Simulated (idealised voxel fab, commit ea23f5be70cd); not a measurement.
The process module presented herein is designated voxel capacitor over wiring.
It is cross-section cut that appears here, measuring 250 nm in width, its square cells being 5 nm in size.
Notation: cross-section as square-cell grid; stated in bands, top first, going down; one or more cell rows per band. Quick guide to a band line: top height, bottom height (nm) up front; then every material left to right with its width in nm. Only one material and it's marked "all across"? Then it fills the band edge to edge. And "blank" just means empty space. Height reference: 0 = level under which incoming wafer is all one material. Lowest band: no bottom, runs on downward, e.g. "0 nm and below". A width given as "30 to 40" starts at the first number in the band's top row and ends at the second number in its bottom row, shifting by an equal amount at every step from row to row. "remained the same" for a step: no cell of the cross-section changed in that step. The entry "Completely enclosed voids" lists the empty spaces that cover at least 8 cells and have no open path to the top. Each is written as width x height at distance, where the distance is measured from the left edge and all three values are in nm. The remark found on a step's line after its settings is issued by the simulator itself and pertains to that step. The optional step-line setting "overlay nm" applies to steps with a mask and quantifies how far to the right of its planned location the mask lay, a negative value indicating leftward placement. Everything after this point is organized in pairs: a cross-section before one process step, a cross-section after it that shows only as deep as the lowest changed band, and, under the pair, the intervening step with its settings. Because different runs of this module on the same starting wafer can supply different pairs, a pair continues from the pair above it only if its entry headed "Pre-step geometry" says so.

Pre-step geometry:
	70 nm to 55 nm = aC: 85 | blank: 15 | aC: 150
	55 nm to 40 nm = SiO2: 85 | blank: 15 | SiO2: 150
	40 nm to 35 nm = SiCN: 85 | blank: 15 | SiCN: 150
	35 nm to 30 nm = lowk: 75 | TiN: 25 | lowk: 50 | TiN: 25 | lowk: 75
	30 nm to 0 nm = SiO2 all across
	0 nm and below = Si all across
	Completely enclosed voids: none

Structure After Step:
	55 nm to 40 nm = SiO2: 85 | blank: 15 | SiO2: 150
	Lower than 40, everything is as it was.
	Completely enclosed voids: none
As a process note, the step between the before and after cross-sections shown above is STRIP | etch materials aC

Pre-step geometry: = after-state of the pair above.

Structure After Step:
	60 nm to 55 nm = TiN: 90 | blank: 5 | TiN: 155
	55 nm to 40 nm = SiO2: 85 | TiN: 5 | blank: 5 | TiN: 5 | SiO2: 150
	40 nm to 35 nm = SiCN: 85 | TiN: 15 | SiCN: 150
	Lower than 35, everything is as it was.
	Completely enclosed voids: none
As a process note, the step between the before and after cross-sections shown above is CONFORMAL_DEP | material TiN | thk nm 5

Pre-step geometry: = after-state of the pair above.

Structure After Step:
	70 nm to 60 nm = Cu all across
	60 nm to 55 nm = TiN: 90 | Cu: 5 | TiN: 155
	55 nm to 40 nm = SiO2: 85 | TiN: 5 | Cu: 5 | TiN: 5 | SiO2: 150
	Lower than 40, everything is as it was.
	Completely enclosed voids: none
As a process note, the step between the before and after cross-sections shown above is FILL_DEP | material Cu | thk nm 10

Pre-step geometry: = after-state of the pair above.

Structure After Step:
	55 nm to 40 nm = SiO2: 85 | TiN: 5 | Cu: 5 | TiN: 5 | SiO2: 150
	Lower than 40, everything is as it was.
	Completely enclosed voids: none
As a process note, the step between the before and after cross-sections shown above is CMP | height nm 55

Pre-step geometry: = after-state of the pair above.

Structure After Step:
	60 nm to 55 nm = TiN all across
	Lower than 55, everything is as it was.
	Completely enclosed voids: none
As a process note, the step between the before and after cross-sections shown above is DIRECTIONAL_DEP | material TiN | thk nm 5

Pre-step geometry: = after-state of the pair above.

Structure After Step:
	65 nm to 60 nm = Al2O3 all across
	Lower than 60, everything is as it was.
	Completely enclosed voids: none
As a process note, the step between the before and after cross-sections shown above is DIRECTIONAL_DEP | material Al2O3 | thk nm 5

Pre-step geometry: = after-state of the pair above.

Structure After Step:
	75 nm to 65 nm = TiN all across
	Lower than 65, everything is as it was.
	Completely enclosed voids: none
As a process note, the step between the before and after cross-sections shown above is DIRECTIONAL_DEP | material TiN | thk nm 10

Pre-step geometry: = after-state of the pair above.

Structure After Step:
	85 nm to 75 nm = aC all across
	Lower than 75, everything is as it was.
	Completely enclosed voids: none
As a process note, the step between the before and after cross-sections shown above is DIRECTIONAL_DEP | material aC | thk nm 10

Pre-step geometry: = after-state of the pair above.

Structure After Step:
	115 nm to 85 nm = blank: 85 | resist: 55 | blank: 110
	Lower than 85, everything is as it was.
	Completely enclosed voids: none
As a process note, the step between the before and after cross-sections shown above is PATTERN | tone cover | mask id UPPER_PLATE | material resist | width nm 55 | thk nm 30 | overlay nm 0

Pre-step geometry: = after-state of the pair above.

Structure After Step:
	105 nm to 85 nm = blank: 85 | resist: 55 | blank: 110
	85 nm to 75 nm = blank: 85 | aC: 55 | blank: 110
	Lower than 75, everything is as it was.
	Completely enclosed voids: none
As a process note, the step between the before and after cross-sections shown above is DIRECTIONAL_ETCH | etch materials aC | depth nm 10

Pre-step geometry: = after-state of the pair above.

Structure After Step:
	85 nm to 75 nm = blank: 85 | aC: 55 | blank: 110
	Lower than 75, everything is as it was.
	Completely enclosed voids: none
As a process note, the step between the before and after cross-sections shown above is STRIP | etch materials resist

Pre-step geometry: = after-state of the pair above.

Structure After Step:
	85 nm to 75 nm = blank: 85 | aC: 55 | blank: 110
	75 nm to 65 nm = blank: 85 | TiN: 55 | blank: 110
	Lower than 65, everything is as it was.
	Completely enclosed voids: none
As a process note, the step between the before and after cross-sections shown above is DIRECTIONAL_ETCH | etch materials TiN | depth nm 10

Pre-step geometry: = after-state of the pair above.

Structure After Step:
	85 nm to 75 nm = blank: 85 | aC: 55 | blank: 110
	75 nm to 65 nm = blank: 85 | TiN: 55 | blank: 110
	65 nm to 60 nm = blank: 85 | Al2O3: 55 | blank: 110
	Lower than 60, everything is as it was.
	Completely enclosed voids: none
As a process note, the step between the before and after cross-sections shown above is DIRECTIONAL_ETCH | etch materials Al2O3 | depth nm 5

Pre-step geometry: = after-state of the pair above.

Structure After Step:
	75 nm to 65 nm = blank: 85 | TiN: 55 | blank: 110
	Lower than 65, everything is as it was.
	Completely enclosed voids: none
As a process note, the step between the before and after cross-sections shown above is STRIP | etch materials aC

Pre-step geometry: = after-state of the pair above.

Structure After Step:
	90 nm to 75 nm = blank: 85 | aC: 55 | blank: 110
	75 nm to 65 nm = aC: 85 | TiN: 55 | aC: 110
	65 nm to 60 nm = aC: 85 | Al2O3: 55 | aC: 110
	Lower than 60, everything is as it was.
	Completely enclosed voids: none
As a process note, the step between the before and after cross-sections shown above is DIRECTIONAL_DEP | material aC | thk nm 15

Pre-step geometry: = after-state of the pair above.

Structure After Step:
	120 nm to 90 nm = blank: 80 | resist: 65 | blank: 105
	90 nm to 75 nm = blank: 80 | resist: 5 | aC: 55 | resist: 5 | blank: 105
	Lower than 75, everything is as it was.
	Completely enclosed voids: none
As a process note, the step between the before and after cross-sections shown above is PATTERN | tone cover | mask id LOWER_PLATE | material resist | width nm 65 | thk nm 30 | overlay nm 0

Pre-step geometry: = after-state of the pair above.

Structure After Step:
	105 nm to 90 nm = blank: 80 | resist: 65 | blank: 105
	90 nm to 75 nm = blank: 80 | resist: 5 | aC: 55 | resist: 5 | blank: 105
	75 nm to 65 nm = blank: 80 | aC: 5 | TiN: 55 | aC: 5 | blank: 105
	65 nm to 60 nm = blank: 80 | aC: 5 | Al2O3: 55 | aC: 5 | blank: 105
	Lower than 60, everything is as it was.
	Completely enclosed voids: none
As a process note, the step between the before and after cross-sections shown above is DIRECTIONAL_ETCH | etch materials aC | depth nm 15

Pre-step geometry: = after-state of the pair above.

Structure After Step:
	90 nm to 75 nm = blank: 85 | aC: 55 | blank: 110
	Lower than 75, everything is as it was.
	Completely enclosed voids: none
As a process note, the step between the before and after cross-sections shown above is STRIP | etch materials resist

Pre-step geometry: = after-state of the pair above.

Structure After Step:
	90 nm to 75 nm = blank: 85 | aC: 55 | blank: 110
	75 nm to 65 nm = blank: 80 | aC: 5 | TiN: 55 | aC: 5 | blank: 105
	65 nm to 60 nm = blank: 80 | aC: 5 | Al2O3: 55 | aC: 5 | blank: 105
	60 nm to 55 nm = blank: 80 | TiN: 65 | blank: 105
	Lower than 55, everything is as it was.
	Completely enclosed voids: none
As a process note, the step between the before and after cross-sections shown above is DIRECTIONAL_ETCH | etch materials TiN | depth nm 5

Pre-step geometry: = after-state of the pair above.

Structure After Step:
	75 nm to 65 nm = blank: 85 | TiN: 55 | blank: 110
	65 nm to 60 nm = blank: 85 | Al2O3: 55 | blank: 110
	Lower than 60, everything is as it was.
	Completely enclosed voids: none
As a process note, the step between the before and after cross-sections shown above is STRIP | etch materials aC

Pre-step geometry: = after-state of the pair above.

Structure After Step:
	95 nm to 75 nm = SiO2 all across
	75 nm to 65 nm = SiO2: 85 | TiN: 55 | SiO2: 110
	65 nm to 60 nm = SiO2: 85 | Al2O3: 55 | SiO2: 110
	60 nm to 55 nm = SiO2: 80 | TiN: 65 | SiO2: 105
	Lower than 55, everything is as it was.
	Completely enclosed voids: none
As a process note, the step between the before and after cross-sections shown above is FILL_DEP | material SiO2 | thk nm 20

Pre-step geometry: = after-state of the pair above.

Structure After Step:
	90 nm to 75 nm = SiO2 all across
	Lower than 75, everything is as it was.
	Completely enclosed voids: none
As a process note, the step between the before and after cross-sections shown above is CMP | height nm 90

Pre-step geometry: = after-state of the pair above.

Structure After Step:
	100 nm to 90 nm = aC all across
	Lower than 90, everything is as it was.
	Completely enclosed voids: none
As a process note, the step between the before and after cross-sections shown above is DIRECTIONAL_DEP | material aC | thk nm 10

Pre-step geometry: = after-state of the pair above.

Structure After Step:
	130 nm to 100 nm = resist: 95 | blank: 15 | resist: 140
	Lower than 100, everything is as it was.
	Completely enclosed voids: none
As a process note, the step between the before and after cross-sections shown above is PATTERN | tone open | mask id PLUG_2 | material resist | width nm 15 | thk nm 30 | overlay nm 0

Pre-step geometry: = after-state of the pair above.

Structure After Step:
	120 nm to 100 nm = resist: 95 | blank: 15 | resist: 140
	100 nm to 90 nm = aC: 95 | blank: 15 | aC: 140
	Lower than 90, everything is as it was.
	Completely enclosed voids: none
As a process note, the step between the before and after cross-sections shown above is DIRECTIONAL_ETCH | etch materials aC | depth nm 10

Pre-step geometry: = after-state of the pair above.

Structure After Step:
	100 nm to 90 nm = aC: 95 | blank: 15 | aC: 140
	Lower than 90, everything is as it was.
	Completely enclosed voids: none
As a process note, the step between the before and after cross-sections shown above is STRIP | etch materials resist

Pre-step geometry: = after-state of the pair above.

Structure After Step:
	100 nm to 90 nm = aC: 95 | blank: 15 | aC: 140
	90 nm to 75 nm = SiO2: 95 | blank: 15 | SiO2: 140
	Lower than 75, everything is as it was.
	Completely enclosed voids: none
As a process note, the step between the before and after cross-sections shown above is DIRECTIONAL_ETCH | etch materials SiO2 | depth nm 15

Pre-step geometry: = after-state of the pair above.

Structure After Step:
	90 nm to 75 nm = SiO2: 95 | blank: 15 | SiO2: 140
	Lower than 75, everything is as it was.
	Completely enclosed voids: none
As a process note, the step between the before and after cross-sections shown above is STRIP | etch materials aC

Pre-step geometry: = after-state of the pair above.

Structure After Step:
	95 nm to 90 nm = TiN: 100 | blank: 5 | TiN: 145
	90 nm to 80 nm = SiO2: 95 | TiN: 5 | blank: 5 | TiN: 5 | SiO2: 140
	80 nm to 75 nm = SiO2: 95 | TiN: 15 | SiO2: 140
	Lower than 75, everything is as it was.
	Completely enclosed voids: none
As a process note, the step between the before and after cross-sections shown above is CONFORMAL_DEP | material TiN | thk nm 5

Pre-step geometry: = after-state of the pair above.

Structure After Step:
	100 nm to 95 nm = W all across
	95 nm to 90 nm = TiN: 100 | W: 5 | TiN: 145
	90 nm to 80 nm = SiO2: 95 | TiN: 5 | W: 5 | TiN: 5 | SiO2: 140
	Lower than 80, everything is as it was.
	Completely enclosed voids: none
As a process note, the step between the before and after cross-sections shown above is FILL_DEP | material W | thk nm 5

Pre-step geometry: = after-state of the pair above.

Structure After Step:
	90 nm to 80 nm = SiO2: 95 | TiN: 5 | W: 5 | TiN: 5 | SiO2: 140
	Lower than 80, everything is as it was.
	Completely enclosed voids: none
As a process note, the step between the before and after cross-sections shown above is CMP | height nm 90

Pre-step geometry: = after-state of the pair above.

Structure After Step:
	95 nm to 90 nm = SiCN all across
	Lower than 90, everything is as it was.
	Completely enclosed voids: none
As a process note, the step between the before and after cross-sections shown above is CONFORMAL_DEP | material SiCN | thk nm 5

Pre-step geometry:
	15 nm to 0 nm = SiO2 all across
	0 nm and below = Si all across
	Completely enclosed voids: none

Structure After Step:
	30 nm to 15 nm = W all across
	Lower than 15, everything is as it was.
	Completely enclosed voids: none
As a process note, the step between the before and after cross-sections shown above is DIRECTIONAL_DEP | material W | thk nm 15

Pre-step geometry: = after-state of the pair above.

Structure After Step:
	35 nm to 30 nm = TiN all across
	Lower than 30, everything is as it was.
	Completely enclosed voids: none
As a process note, the step between the before and after cross-sections shown above is DIRECTIONAL_DEP | material TiN | thk nm 5

Pre-step geometry: = after-state of the pair above.

Structure After Step:
	35 nm to 30 nm = blank: 75 | TiN: 25 | blank: 50 | TiN: 25 | blank: 75
	Lower than 30, everything is as it was.
	Completely enclosed voids: none
As a process note, the step between the before and after cross-sections shown above is MASKED_ETCH | tone cover | mask id METAL_1 | width nm 25 | pitch nm 75 | etch materials TiN | depth nm 5 | overlay nm 0

Pre-step geometry: = after-state of the pair above.

Structure After Step:
	45 nm to 35 nm = lowk all across
	35 nm to 30 nm = lowk: 75 | TiN: 25 | lowk: 50 | TiN: 25 | lowk: 75
	Lower than 30, everything is as it was.
	Completely enclosed voids: none
As a process note, the step between the before and after cross-sections shown above is FILL_DEP | material lowk | thk nm 10

Pre-step geometry: = after-state of the pair above.

Structure After Step:
	35 nm to 30 nm = lowk: 75 | TiN: 25 | lowk: 50 | TiN: 25 | lowk: 75
	Lower than 30, everything is as it was.
	Completely enclosed voids: none
As a process note, the step between the before and after cross-sections shown above is CMP | height nm 35

Pre-step geometry: = after-state of the pair above.

Structure After Step:
	40 nm to 35 nm = SiCN all across
	Lower than 35, everything is as it was.
	Completely enclosed voids: none
As a process note, the step between the before and after cross-sections shown above is CONFORMAL_DEP | material SiCN | thk nm 5

Pre-step geometry: = after-state of the pair above.

Structure After Step:
	55 nm to 40 nm = SiO2 all across
	Lower than 40, everything is as it was.
	Completely enclosed voids: none
As a process note, the step between the before and after cross-sections shown above is DIRECTIONAL_DEP | material SiO2 | thk nm 15

Pre-step geometry: = after-state of the pair above.

Structure After Step:
	70 nm to 55 nm = aC all across
	Lower than 55, everything is as it was.
	Completely enclosed voids: none
As a process note, the step between the before and after cross-sections shown above is DIRECTIONAL_DEP | material aC | thk nm 15

Pre-step geometry: = after-state of the pair above.

Structure After Step:
	100 nm to 70 nm = resist: 85 | blank: 15 | resist: 150
	Lower than 70, everything is as it was.
	Completely enclosed voids: none
As a process note, the step between the before and after cross-sections shown above is PATTERN | tone open | mask id PLUG_1 | material resist | width nm 15 | thk nm 30 | overlay nm 0

Pre-step geometry: = after-state of the pair above.

Structure After Step:
	85 nm to 70 nm = resist: 85 | blank: 15 | resist: 150
	70 nm to 55 nm = aC: 85 | blank: 15 | aC: 150
	Lower than 55, everything is as it was.
	Completely enclosed voids: none
As a process note, the step between the before and after cross-sections shown above is DIRECTIONAL_ETCH | etch materials aC | depth nm 15

Pre-step geometry: = after-state of the pair above.

Structure After Step:
	70 nm to 55 nm = aC: 85 | blank: 15 | aC: 150
	Lower than 55, everything is as it was.
	Completely enclosed voids: none
As a process note, the step between the before and after cross-sections shown above is STRIP | etch materials resist

Pre-step geometry: = after-state of the pair above.

Structure After Step:
	70 nm to 55 nm = aC: 85 | blank: 15 | aC: 150
	55 nm to 40 nm = SiO2: 85 | blank: 15 | SiO2: 150
	Lower than 40, everything is as it was.
	Completely enclosed voids: none
As a process note, the step between the before and after cross-sections shown above is DIRECTIONAL_ETCH | etch materials SiO2 | depth nm 15

Pre-step geometry: = after-state of the pair above.

Structure After Step:
	70 nm to 55 nm = aC: 85 | blank: 15 | aC: 150
	55 nm to 40 nm = SiO2: 85 | blank: 15 | SiO2: 150
	40 nm to 35 nm = SiCN: 85 | blank: 15 | SiCN: 150
	Lower than 35, everything is as it was.
	Completely enclosed voids: none
As a process note, the step between the before and after cross-sections shown above is DIRECTIONAL_ETCH | etch materials SiCN | depth nm 5

Pre-step geometry: = after-state of the pair above.

Structure After Step:
	55 nm to 40 nm = SiO2: 85 | blank: 15 | SiO2: 150
	Lower than 40, everything is as it was.
	Completely enclosed voids: none
As a process note, the step between the before and after cross-sections shown above is STRIP | etch materials aC

Pre-step geometry: = after-state of the pair above.

Structure After Step:
	60 nm to 55 nm = TiN: 90 | blank: 5 | TiN: 155
	55 nm to 40 nm = SiO2: 85 | TiN: 5 | blank: 5 | TiN: 5 | SiO2: 150
	40 nm to 35 nm = SiCN: 85 | TiN: 15 | SiCN: 150
	Lower than 35, everything is as it was.
	Completely enclosed voids: none
As a process note, the step between the before and after cross-sections shown above is CONFORMAL_DEP | material TiN | thk nm 5

Pre-step geometry: = after-state of the pair above.

Structure After Step:
	70 nm to 60 nm = Cu all across
	60 nm to 55 nm = TiN: 90 | Cu: 5 | TiN: 155
	55 nm to 40 nm = SiO2: 85 | TiN: 5 | Cu: 5 | TiN: 5 | SiO2: 150
	Lower than 40, everything is as it was.
	Completely enclosed voids: none
As a process note, the step between the before and after cross-sections shown above is FILL_DEP | material Cu | thk nm 10

Pre-step geometry: = after-state of the pair above.

Structure After Step:
	55 nm to 40 nm = SiO2: 85 | TiN: 5 | Cu: 5 | TiN: 5 | SiO2: 150
	Lower than 40, everything is as it was.
	Completely enclosed voids: none
As a process note, the step between the before and after cross-sections shown above is CMP | height nm 55

Pre-step geometry: = after-state of the pair above.

Structure After Step:
	60 nm to 55 nm = TiN all across
	Lower than 55, everything is as it was.
	Completely enclosed voids: none
As a process note, the step between the before and after cross-sections shown above is DIRECTIONAL_DEP | material TiN | thk nm 5

Pre-step geometry: = after-state of the pair above.

Structure After Step:
	65 nm to 60 nm = Al2O3 all across
	Lower than 60, everything is as it was.
	Completely enclosed voids: none
As a process note, the step between the before and after cross-sections shown above is DIRECTIONAL_DEP | material Al2O3 | thk nm 5

Pre-step geometry: = after-state of the pair above.

Structure After Step:
	75 nm to 65 nm = TiN all across
	Lower than 65, everything is as it was.
	Completely enclosed voids: none
As a process note, the step between the before and after cross-sections shown above is DIRECTIONAL_DEP | material TiN | thk nm 10

Pre-step geometry: = after-state of the pair above.

Structure After Step:
	85 nm to 75 nm = aC all across
	Lower than 75, everything is as it was.
	Completely enclosed voids: none
As a process note, the step between the before and after cross-sections shown above is DIRECTIONAL_DEP | material aC | thk nm 10

Pre-step geometry: = after-state of the pair above.

Structure After Step:
	115 nm to 85 nm = blank: 85 | resist: 55 | blank: 110
	Lower than 85, everything is as it was.
	Completely enclosed voids: none
As a process note, the step between the before and after cross-sections shown above is PATTERN | tone cover | mask id UPPER_PLATE | material resist | width nm 55 | thk nm 30 | overlay nm 0

Pre-step geometry: = after-state of the pair above.

Structure After Step:
	105 nm to 85 nm = blank: 85 | resist: 55 | blank: 110
	85 nm to 75 nm = blank: 85 | aC: 55 | blank: 110
	Lower than 75, everything is as it was.
	Completely enclosed voids: none
As a process note, the step between the before and after cross-sections shown above is DIRECTIONAL_ETCH | etch materials aC | depth nm 10

Pre-step geometry: = after-state of the pair above.

Structure After Step:
	85 nm to 75 nm = blank: 85 | aC: 55 | blank: 110
	Lower than 75, everything is as it was.
	Completely enclosed voids: none
As a process note, the step between the before and after cross-sections shown above is STRIP | etch materials resist

Pre-step geometry: = after-state of the pair above.

Structure After Step:
	85 nm to 75 nm = blank: 85 | aC: 55 | blank: 110
	75 nm to 65 nm = blank: 85 | TiN: 55 | blank: 110
	Lower than 65, everything is as it was.
	Completely enclosed voids: none
As a process note, the step between the before and after cross-sections shown above is DIRECTIONAL_ETCH | etch materials TiN | depth nm 10

Pre-step geometry: = after-state of the pair above.

Structure After Step:
	85 nm to 75 nm = blank: 85 | aC: 55 | blank: 110
	75 nm to 65 nm = blank: 85 | TiN: 55 | blank: 110
	65 nm to 60 nm = blank: 85 | Al2O3: 55 | blank: 110
	Lower than 60, everything is as it was.
	Completely enclosed voids: none
As a process note, the step between the before and after cross-sections shown above is DIRECTIONAL_ETCH | etch materials Al2O3 | depth nm 5

Pre-step geometry: = after-state of the pair above.

Structure After Step:
	75 nm to 65 nm = blank: 85 | TiN: 55 | blank: 110
	Lower than 65, everything is as it was.
	Completely enclosed voids: none
As a process note, the step between the before and after cross-sections shown above is STRIP | etch materials aC

Pre-step geometry: = after-state of the pair above.

Structure After Step:
	90 nm to 75 nm = blank: 85 | aC: 55 | blank: 110
	75 nm to 65 nm = aC: 85 | TiN: 55 | aC: 110
	65 nm to 60 nm = aC: 85 | Al2O3: 55 | aC: 110
	Lower than 60, everything is as it was.
	Completely enclosed voids: none
As a process note, the step between the before and after cross-sections shown above is DIRECTIONAL_DEP | material aC | thk nm 15

Pre-step geometry: = after-state of the pair above.

Structure After Step:
	120 nm to 90 nm = blank: 80 | resist: 65 | blank: 105
	90 nm to 75 nm = blank: 80 | resist: 5 | aC: 55 | resist: 5 | blank: 105
	Lower than 75, everything is as it was.
	Completely enclosed voids: none
As a process note, the step between the before and after cross-sections shown above is PATTERN | tone cover | mask id LOWER_PLATE | material resist | width nm 65 | thk nm 30 | overlay nm 0

Pre-step geometry: = after-state of the pair above.

Structure After Step:
	105 nm to 90 nm = blank: 80 | resist: 65 | blank: 105
	90 nm to 75 nm = blank: 80 | resist: 5 | aC: 55 | resist: 5 | blank: 105
	75 nm to 65 nm = blank: 80 | aC: 5 | TiN: 55 | aC: 5 | blank: 105
	65 nm to 60 nm = blank: 80 | aC: 5 | Al2O3: 55 | aC: 5 | blank: 105
	Lower than 60, everything is as it was.
	Completely enclosed voids: none
As a process note, the step between the before and after cross-sections shown above is DIRECTIONAL_ETCH | etch materials aC | depth nm 15

Pre-step geometry: = after-state of the pair above.

Structure After Step:
	90 nm to 75 nm = blank: 85 | aC: 55 | blank: 110
	Lower than 75, everything is as it was.
	Completely enclosed voids: none
As a process note, the step between the before and after cross-sections shown above is STRIP | etch materials resist

Pre-step geometry: = after-state of the pair above.

Structure After Step:
	90 nm to 75 nm = blank: 85 | aC: 55 | blank: 110
	75 nm to 65 nm = blank: 80 | aC: 5 | TiN: 55 | aC: 5 | blank: 105
	65 nm to 60 nm = blank: 80 | aC: 5 | Al2O3: 55 | aC: 5 | blank: 105
	60 nm to 55 nm = blank: 80 | TiN: 65 | blank: 105
	Lower than 55, everything is as it was.
	Completely enclosed voids: none
As a process note, the step between the before and after cross-sections shown above is DIRECTIONAL_ETCH | etch materials TiN | depth nm 5

Pre-step geometry: = after-state of the pair above.

Structure After Step:
	75 nm to 65 nm = blank: 85 | TiN: 55 | blank: 110
	65 nm to 60 nm = blank: 85 | Al2O3: 55 | blank: 110
	Lower than 60, everything is as it was.
	Completely enclosed voids: none
As a process note, the step between the before and after cross-sections shown above is STRIP | etch materials aC

Pre-step geometry: = after-state of the pair above.

Structure After Step:
	95 nm to 75 nm = SiO2 all across
	75 nm to 65 nm = SiO2: 85 | TiN: 55 | SiO2: 110
	65 nm to 60 nm = SiO2: 85 | Al2O3: 55 | SiO2: 110
	60 nm to 55 nm = SiO2: 80 | TiN: 65 | SiO2: 105
	Lower than 55, everything is as it was.
	Completely enclosed voids: none
As a process note, the step between the before and after cross-sections shown above is FILL_DEP | material SiO2 | thk nm 20

Pre-step geometry: = after-state of the pair above.

Structure After Step:
	90 nm to 75 nm = SiO2 all across
	Lower than 75, everything is as it was.
	Completely enclosed voids: none
As a process note, the step between the before and after cross-sections shown above is CMP | height nm 90

Pre-step geometry: = after-state of the pair above.

Structure After Step:
	100 nm to 90 nm = aC all across
	Lower than 90, everything is as it was.
	Completely enclosed voids: none
As a process note, the step between the before and after cross-sections shown above is DIRECTIONAL_DEP | material aC | thk nm 10

Pre-step geometry: = after-state of the pair above.

Structure After Step:
	130 nm to 100 nm = resist: 95 | blank: 15 | resist: 140
	Lower than 100, everything is as it was.
	Completely enclosed voids: none
As a process note, the step between the before and after cross-sections shown above is PATTERN | tone open | mask id PLUG_2 | material resist | width nm 15 | thk nm 30 | overlay nm 0

Pre-step geometry: = after-state of the pair above.

Structure After Step:
	120 nm to 100 nm = resist: 95 | blank: 15 | resist: 140
	100 nm to 90 nm = aC: 95 | blank: 15 | aC: 140
	Lower than 90, everything is as it was.
	Completely enclosed voids: none
As a process note, the step between the before and after cross-sections shown above is DIRECTIONAL_ETCH | etch materials aC | depth nm 10

Pre-step geometry: = after-state of the pair above.

Structure After Step:
	100 nm to 90 nm = aC: 95 | blank: 15 | aC: 140
	Lower than 90, everything is as it was.
	Completely enclosed voids: none
As a process note, the step between the before and after cross-sections shown above is STRIP | etch materials resist

Pre-step geometry: = after-state of the pair above.

Structure After Step:
	100 nm to 90 nm = aC: 95 | blank: 15 | aC: 140
	90 nm to 75 nm = SiO2: 95 | blank: 15 | SiO2: 140
	Lower than 75, everything is as it was.
	Completely enclosed voids: none
As a process note, the step between the before and after cross-sections shown above is DIRECTIONAL_ETCH | etch materials SiO2 | depth nm 15

Pre-step geometry: = after-state of the pair above.

Structure After Step:
	90 nm to 75 nm = SiO2: 95 | blank: 15 | SiO2: 140
	Lower than 75, everything is as it was.
	Completely enclosed voids: none
As a process note, the step between the before and after cross-sections shown above is STRIP | etch materials aC

Pre-step geometry: = after-state of the pair above.

Structure After Step:
	95 nm to 90 nm = TiN: 100 | blank: 5 | TiN: 145
	90 nm to 80 nm = SiO2: 95 | TiN: 5 | blank: 5 | TiN: 5 | SiO2: 140
	80 nm to 75 nm = SiO2: 95 | TiN: 15 | SiO2: 140
	Lower than 75, everything is as it was.
	Completely enclosed voids: none
As a process note, the step between the before and after cross-sections shown above is CONFORMAL_DEP | material TiN | thk nm 5

Pre-step geometry: = after-state of the pair above.

Structure After Step:
	100 nm to 95 nm = W all across
	95 nm to 90 nm = TiN: 100 | W: 5 | TiN: 145
	90 nm to 80 nm = SiO2: 95 | TiN: 5 | W: 5 | TiN: 5 | SiO2: 140
	Lower than 80, everything is as it was.
	Completely enclosed voids: none
As a process note, the step between the before and after cross-sections shown above is FILL_DEP | material W | thk nm 5

Pre-step geometry: = after-state of the pair above.

Structure After Step:
	90 nm to 80 nm = SiO2: 95 | TiN: 5 | W: 5 | TiN: 5 | SiO2: 140
	Lower than 80, everything is as it was.
	Completely enclosed voids: none
As a process note, the step between the before and after cross-sections shown above is CMP | height nm 90

Pre-step geometry: = after-state of the pair above.

Structure After Step:
	95 nm to 90 nm = SiCN all across
	Lower than 90, everything is as it was.
	Completely enclosed voids: none
As a process note, the step between the before and after cross-sections shown above is CONFORMAL_DEP | material SiCN | thk nm 5

Pre-step geometry:
	60 nm to 55 nm = TiN all across
	55 nm to 40 nm = SiO2: 85 | TiN: 5 | Cu: 5 | TiN: 5 | SiO2: 150
	40 nm to 35 nm = SiCN: 85 | TiN: 15 | SiCN: 150
	35 nm to 20 nm = lowk: 75 | W: 25 | lowk: 50 | W: 25 | lowk: 75
	20 nm to 15 nm = lowk: 75 | TiN: 25 | lowk: 50 | TiN: 25 | lowk: 75
	15 nm to 0 nm = SiO2 all across
	0 nm and below = Si all across
	Completely enclosed voids: none

Structure After Step:
	75 nm to 60 nm = Al2O3 all across
	Lower than 60, everything is as it was.
	Completely enclosed voids: none
As a process note, the step between the before and after cross-sections shown above is DIRECTIONAL_DEP | material Al2O3 | thk nm 15

Pre-step geometry: = after-state of the pair above.

Structure After Step:
	85 nm to 75 nm = TiN all across
	Lower than 75, everything is as it was.
	Completely enclosed voids: none
As a process note, the step between the before and after cross-sections shown above is DIRECTIONAL_DEP | material TiN | thk nm 10

Pre-step geometry: = after-state of the pair above.

Structure After Step:
	95 nm to 85 nm = aC all across
	Lower than 85, everything is as it was.
	Completely enclosed voids: none
As a process note, the step between the before and after cross-sections shown above is DIRECTIONAL_DEP | material aC | thk nm 10

Pre-step geometry: = after-state of the pair above.

Structure After Step:
	125 nm to 95 nm = blank: 85 | resist: 55 | blank: 110
	Lower than 95, everything is as it was.
	Completely enclosed voids: none
As a process note, the step between the before and after cross-sections shown above is PATTERN | tone cover | mask id UPPER_PLATE | material resist | width nm 55 | thk nm 30 | overlay nm 0

Pre-step geometry: = after-state of the pair above.

Structure After Step:
	115 nm to 95 nm = blank: 85 | resist: 55 | blank: 110
	95 nm to 85 nm = blank: 85 | aC: 55 | blank: 110
	Lower than 85, everything is as it was.
	Completely enclosed voids: none
As a process note, the step between the before and after cross-sections shown above is DIRECTIONAL_ETCH | etch materials aC | depth nm 10

Pre-step geometry: = after-state of the pair above.

Structure After Step:
	95 nm to 85 nm = blank: 85 | aC: 55 | blank: 110
	Lower than 85, everything is as it was.
	Completely enclosed voids: none
As a process note, the step between the before and after cross-sections shown above is STRIP | etch materials resist

Pre-step geometry: = after-state of the pair above.

Structure After Step:
	95 nm to 85 nm = blank: 85 | aC: 55 | blank: 110
	85 nm to 75 nm = blank: 85 | TiN: 55 | blank: 110
	Lower than 75, everything is as it was.
	Completely enclosed voids: none
As a process note, the step between the before and after cross-sections shown above is DIRECTIONAL_ETCH | etch materials TiN | depth nm 10

Pre-step geometry: = after-state of the pair above.

Structure After Step:
	95 nm to 85 nm = blank: 85 | aC: 55 | blank: 110
	85 nm to 75 nm = blank: 85 | TiN: 55 | blank: 110
	75 nm to 70 nm = blank: 85 | Al2O3: 55 | blank: 110
	Lower than 70, everything is as it was.
	Completely enclosed voids: none
As a process note, the step between the before and after cross-sections shown above is DIRECTIONAL_ETCH | etch materials Al2O3 | depth nm 5

Pre-step geometry: = after-state of the pair above.

Structure After Step:
	85 nm to 75 nm = blank: 85 | TiN: 55 | blank: 110
	Lower than 75, everything is as it was.
	Completely enclosed voids: none
As a process note, the step between the before and after cross-sections shown above is STRIP | etch materials aC

Pre-step geometry: = after-state of the pair above.

Structure After Step:
	100 nm to 85 nm = blank: 85 | aC: 55 | blank: 110
	85 nm to 75 nm = aC: 85 | TiN: 55 | aC: 110
	75 nm to 70 nm = aC: 85 | Al2O3: 55 | aC: 110
	Lower than 70, everything is as it was.
	Completely enclosed voids: none
As a process note, the step between the before and after cross-sections shown above is DIRECTIONAL_DEP | material aC | thk nm 15
